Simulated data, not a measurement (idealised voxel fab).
The document below concerns the process module designated voxel ribs on slabs.
Section shown: cut. Width: 275 nm. Cell size: 5 nm, square.
We lay out every cross-section as a grid of square cells and spell it out in bands from the top down, where one band means one or more rows of cells. For a band, the entry starts with two heights in nm, that of the top and then that of the bottom, and carries on with the band's materials in order from left to right, each alongside its width in nm; the word "throughout" beside a single material means it fills the band edge to edge, and "air" means empty space. The level at which height equals 0 is the one under which the wafer, as it arrives, is entirely one material. No lower edge exists for the bottom band, which continues downward and is notated as in "from 0 down". Graded width ("30 to 40"): value in top row of band = first number; value in bottom row = second number; row-to-row change constant. Where a step carries "no change", the cross-section came out of it unchanged, cell for cell. Basically, "Closed voids list" tells you about the enclosed voids: empty spaces with no open way to the top, 8 cells or bigger, each written width x height at distance, where distance is from the left edge, all in nm. Anything after a step's settings on that line? It's the simulator's own note about the step. overlay nm: how far to the right of its planned place the mask lay on this masked step (negative: to the left).
-- The planned process steps are enumerated hereunder
1 RECEIVE [material Si]
2 DIRECTIONAL_DEP [material SiO2] [thk nm 20]
3 DIRECTIONAL_DEP [material polySi] [thk nm 15]
4 MASKED_ETCH [tone cover] [mask id RIB] [width nm 15] [etch materials polySi] [depth nm 5] [overlay nm 0]
5 PATTERN [tone cover] [mask id SLAB] [material resist] [width nm 45] [thk nm 20] [overlay nm 0]
6 DIRECTIONAL_ETCH [etch materials polySi] [depth nm 10]
7 STRIP [etch materials resist]
8 FILL_DEP [material SiO2] [thk nm 25]
9 CMP [height nm 55]
10 DIRECTIONAL_DEP [material W] [thk nm 10]
11 MASKED_ETCH [tone cover] [mask id HEATER] [width nm 25] [etch materials W] [depth nm 10] [overlay nm 0]
12 CONFORMAL_DEP [material SiO2] [thk nm 5]
-- First of two wafers, with the run carried out as planned
-- Cross-section of the incoming wafer, state after step 1
    from 0 down  Si throughout
    Closed voids list: none
-- Step 2 done - wafer cross-section
    from 20 to 0  SiO2 throughout
    Nothing below the height 0 has changed.
-- Step 3 done - wafer cross-section
    from 35 to 20  polySi throughout
    Nothing below the height 20 has changed.
-- Step 4 done - wafer cross-section
    from 35 to 30  air: 130, polySi: 15, air: 130
    Nothing below the height 30 has changed.
-- Step 5 done - wafer cross-section
    from 55 to 35  air: 115, resist: 45, air: 115
    from 35 to 30  air: 115, resist: 15, polySi: 15, resist: 15, air: 115
    Nothing below the height 30 has changed.
-- Step 6 done - wafer cross-section
    from 55 to 35  air: 115, resist: 45, air: 115
    from 35 to 30  air: 115, resist: 15, polySi: 15, resist: 15, air: 115
    from 30 to 20  air: 115, polySi: 45, air: 115
    Nothing below the height 20 has changed.
-- Step 7 done - wafer cross-section
    from 35 to 30  air: 130, polySi: 15, air: 130
    Nothing below the height 30 has changed.
-- Step 8 done - wafer cross-section
    from 60 to 35  SiO2 throughout
    from 35 to 30  SiO2: 130, polySi: 15, SiO2: 130
    from 30 to 20  SiO2: 115, polySi: 45, SiO2: 115
    Nothing below the height 20 has changed.
-- Step 9 done - wafer cross-section
    from 55 to 35  SiO2 throughout
    Nothing below the height 35 has changed.
-- Step 10 done - wafer cross-section
    from 65 to 55  W throughout
    Nothing below the height 55 has changed.
-- Step 11 done - wafer cross-section
    from 65 to 55  air: 125, W: 25, air: 125
    Nothing below the height 55 has changed.
-- Step 12 done - wafer cross-section
    from 70 to 65  air: 120, SiO2: 35, air: 120
    from 65 to 60  air: 120, SiO2: 5, W: 25, SiO2: 5, air: 120
    from 60 to 55  SiO2: 125, W: 25, SiO2: 125
    Nothing below the height 55 has changed.
-- Second Wafer (Identical Start and Plan, One Processing Error; Matches First Wafer Through Step 4)
-- What the second wafer looks like in cross-section when step 5 should have wrapped up
    from 55 to 35  air: 115, resist: 50, air: 110
    from 35 to 30  air: 115, resist: 15, polySi: 15, resist: 20, air: 110
    Nothing below the height 30 has changed.
-- What the second wafer looks like in cross-section when step 6 should have wrapped up
    from 55 to 35  air: 115, resist: 50, air: 110
    from 35 to 30  air: 115, resist: 15, polySi: 15, resist: 20, air: 110
    from 30 to 20  air: 115, polySi: 50, air: 110
    Nothing below the height 20 has changed.
-- What the second wafer looks like in cross-section when step 7 should have wrapped up
    from 35 to 30  air: 130, polySi: 15, air: 130
    Nothing below the height 30 has changed.
-- What the second wafer looks like in cross-section when step 8 should have wrapped up
    from 60 to 35  SiO2 throughout
    from 35 to 30  SiO2: 130, polySi: 15, SiO2: 130
    from 30 to 20  SiO2: 115, polySi: 50, SiO2: 110
    Nothing below the height 20 has changed.
-- What the second wafer looks like in cross-section when step 9 should have wrapped up
    from 55 to 35  SiO2 throughout
    Nothing below the height 35 has changed.
-- What the second wafer looks like in cross-section when step 10 should have wrapped up
    from 65 to 55  W throughout
    Nothing below the height 55 has changed.
-- What the second wafer looks like in cross-section when step 11 should have wrapped up
    from 65 to 55  air: 125, W: 25, air: 125
    Nothing below the height 55 has changed.
-- What the second wafer looks like in cross-section when step 12 should have wrapped up
    from 70 to 65  air: 120, SiO2: 35, air: 120
    from 65 to 60  air: 120, SiO2: 5, W: 25, SiO2: 5, air: 120
    from 60 to 55  SiO2: 125, W: 25, SiO2: 125
    Nothing below the height 55 has changed.
The plan and the run diverged here: planned and actual differ for step 5; actual: PATTERN [tone cover] [mask id SLAB] [material resist] [width nm 50] [thk nm 20] [overlay nm 0]
FYI, end of process, the second wafer has more or fewer cells of some materials than the first: -2 SiO2, +2 polySi
